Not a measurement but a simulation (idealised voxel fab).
process module | voxel double patterning
cross-section cut | 165 nm wide | cells 5 nm
A cross-section is a grid of square cells, given in bands from the top down. A band is one or more rows of cells.
Each band's line starts with the height of the band's top and of its bottom, in nm. Then come its materials from left to right, each with its width in nm. One material with "throughout" fills the band from edge to edge. "air" is empty space.
Height 0 is the level under which the wafer as received is all one material. The lowest band goes on downwards, as in "0 down".
A width such as "30 to 40" changes by the same amount from each row of cells to the next, from the band's top row to its bottom row.
"no change" after a step means that no cell of the cross-section changed.
closed voids: empty space of 8 cells or more with no open way to the top, each as width x height at its distance from the left edge, in nm
after a step's settings: what the simulator itself notes on the step
overlay nm, on a step with a mask: how far to the right of its planned place the mask lay; to the left if negative
plan
1 op RECEIVE | material Si
2 op CONFORMAL_DEP | material SiN | thk nm 5
3 op DIRECTIONAL_DEP | material SiO2 | thk nm 15
4 op DIRECTIONAL_DEP | material SiCN | thk nm 5
5 op DIRECTIONAL_DEP | material aC | thk nm 15
6 op PATTERN | tone open | mask id FIRST | material resist | width nm 15 | pitch nm 50 | thk nm 35 | overlay nm 0
7 op DIRECTIONAL_ETCH | etch materials aC | depth nm 15
8 op STRIP | etch materials resist
9 op DIRECTIONAL_ETCH | etch materials SiCN | depth nm 5
10 op STRIP | etch materials aC
11 op DIRECTIONAL_DEP | material aC | thk nm 15
12 op PATTERN | tone open | mask id SECOND | material resist | width nm 15 | thk nm 35 | overlay nm 0
13 op DIRECTIONAL_ETCH | etch materials aC | depth nm 15
14 op STRIP | etch materials resist
15 op DIRECTIONAL_ETCH | etch materials SiCN | depth nm 5
16 op STRIP | etch materials aC
17 op DIRECTIONAL_ETCH | etch materials SiO2 | depth nm 15
18 op STRIP | etch materials SiCN
first wafer, as planned
as received, after step 1
  0 down: Si throughout
  closed voids: none
after step 2
  5 to 0: SiN throughout
  below 0: unchanged
after step 3
  20 to 5: SiO2 throughout
  below 5: unchanged
after step 4
  25 to 20: SiCN throughout
  below 20: unchanged
after step 5
  40 to 25: aC throughout
  below 25: unchanged
after step 6
  75 to 40: resist 50 | air 15 | resist 35 | air 15 | resist 50
  below 40: unchanged
after step 7
  60 to 40: resist 50 | air 15 | resist 35 | air 15 | resist 50
  40 to 25: aC 50 | air 15 | aC 35 | air 15 | aC 50
  below 25: unchanged
after step 8
  40 to 25: aC 50 | air 15 | aC 35 | air 15 | aC 50
  below 25: unchanged
after step 9
  40 to 25: aC 50 | air 15 | aC 35 | air 15 | aC 50
  25 to 20: SiCN 50 | air 15 | SiCN 35 | air 15 | SiCN 50
  below 20: unchanged
after step 10
  25 to 20: SiCN 50 | air 15 | SiCN 35 | air 15 | SiCN 50
  below 20: unchanged
after step 11
  40 to 35: aC 50 | air 15 | aC 35 | air 15 | aC 50
  35 to 25: aC throughout
  25 to 20: SiCN 50 | aC 15 | SiCN 35 | aC 15 | SiCN 50
  below 20: unchanged
after step 12
  75 to 40: resist 75 | air 15 | resist 75
  40 to 35: aC 50 | resist 15 | aC 35 | resist 15 | aC 50
  below 35: unchanged
after step 13
  60 to 40: resist 75 | air 15 | resist 75
  40 to 35: aC 50 | resist 15 | aC 10 | air 15 | aC 10 | resist 15 | aC 50
  35 to 25: aC 75 | air 15 | aC 75
  below 25: unchanged
after step 14
  40 to 35: aC 50 | air 15 | aC 10 | air 15 | aC 10 | air 15 | aC 50
  below 35: unchanged
after step 15
  40 to 35: aC 50 | air 15 | aC 10 | air 15 | aC 10 | air 15 | aC 50
  35 to 25: aC 75 | air 15 | aC 75
  25 to 20: SiCN 50 | aC 15 | SiCN 10 | air 15 | SiCN 10 | aC 15 | SiCN 50
  below 20: unchanged
after step 16
  25 to 20: SiCN 50 | air 15 | SiCN 10 | air 15 | SiCN 10 | air 15 | SiCN 50
  below 20: unchanged
after step 17
  25 to 20: SiCN 50 | air 15 | SiCN 10 | air 15 | SiCN 10 | air 15 | SiCN 50
  20 to 5: SiO2 50 | air 15 | SiO2 10 | air 15 | SiO2 10 | air 15 | SiO2 50
  below 5: unchanged
after step 18
  20 to 5: SiO2 50 | air 15 | SiO2 10 | air 15 | SiO2 10 | air 15 | SiO2 50
  below 5: unchanged
second wafer: like start, like plan, one mistake. Through step 1 it matches the first wafer
when step 2 should have ended
  15 to 0: SiO2 throughout
  below 0: unchanged
when step 3 should have ended
  20 to 15: SiN throughout
  below 15: unchanged
when step 4 should have ended
  25 to 20: SiCN throughout
  below 20: unchanged
when step 5 should have ended
  40 to 25: aC throughout
  below 25: unchanged
when step 6 should have ended
  75 to 40: resist 50 | air 15 | resist 35 | air 15 | resist 50
  below 40: unchanged
when step 7 should have ended
  60 to 40: resist 50 | air 15 | resist 35 | air 15 | resist 50
  40 to 25: aC 50 | air 15 | aC 35 | air 15 | aC 50
  below 25: unchanged
when step 8 should have ended
  40 to 25: aC 50 | air 15 | aC 35 | air 15 | aC 50
  below 25: unchanged
when step 9 should have ended
  40 to 25: aC 50 | air 15 | aC 35 | air 15 | aC 50
  25 to 20: SiCN 50 | air 15 | SiCN 35 | air 15 | SiCN 50
  below 20: unchanged
when step 10 should have ended
  25 to 20: SiCN 50 | air 15 | SiCN 35 | air 15 | SiCN 50
  below 20: unchanged
when step 11 should have ended
  40 to 35: aC 50 | air 15 | aC 35 | air 15 | aC 50
  35 to 25: aC throughout
  25 to 20: SiCN 50 | aC 15 | SiCN 35 | aC 15 | SiCN 50
  below 20: unchanged
when step 12 should have ended
  75 to 40: resist 75 | air 15 | resist 75
  40 to 35: aC 50 | resist 15 | aC 35 | resist 15 | aC 50
  below 35: unchanged
when step 13 should have ended
  60 to 40: resist 75 | air 15 | resist 75
  40 to 35: aC 50 | resist 15 | aC 10 | air 15 | aC 10 | resist 15 | aC 50
  35 to 25: aC 75 | air 15 | aC 75
  below 25: unchanged
when step 14 should have ended
  40 to 35: aC 50 | air 15 | aC 10 | air 15 | aC 10 | air 15 | aC 50
  below 35: unchanged
when step 15 should have ended
  40 to 35: aC 50 | air 15 | aC 10 | air 15 | aC 10 | air 15 | aC 50
  35 to 25: aC 75 | air 15 | aC 75
  25 to 20: SiCN 50 | aC 15 | SiCN 10 | air 15 | SiCN 10 | aC 15 | SiCN 50
  below 20: unchanged
when step 16 should have ended
  25 to 20: SiCN 50 | air 15 | SiCN 10 | air 15 | SiCN 10 | air 15 | SiCN 50
  below 20: unchanged
when step 17 should have ended: no change
when step 18 should have ended
  20 to 15: SiN throughout
  below 15: unchanged
what went wrong: steps 2 and 3 were swapped
at the end the second wafer has, in cells: 27 more of SiO2
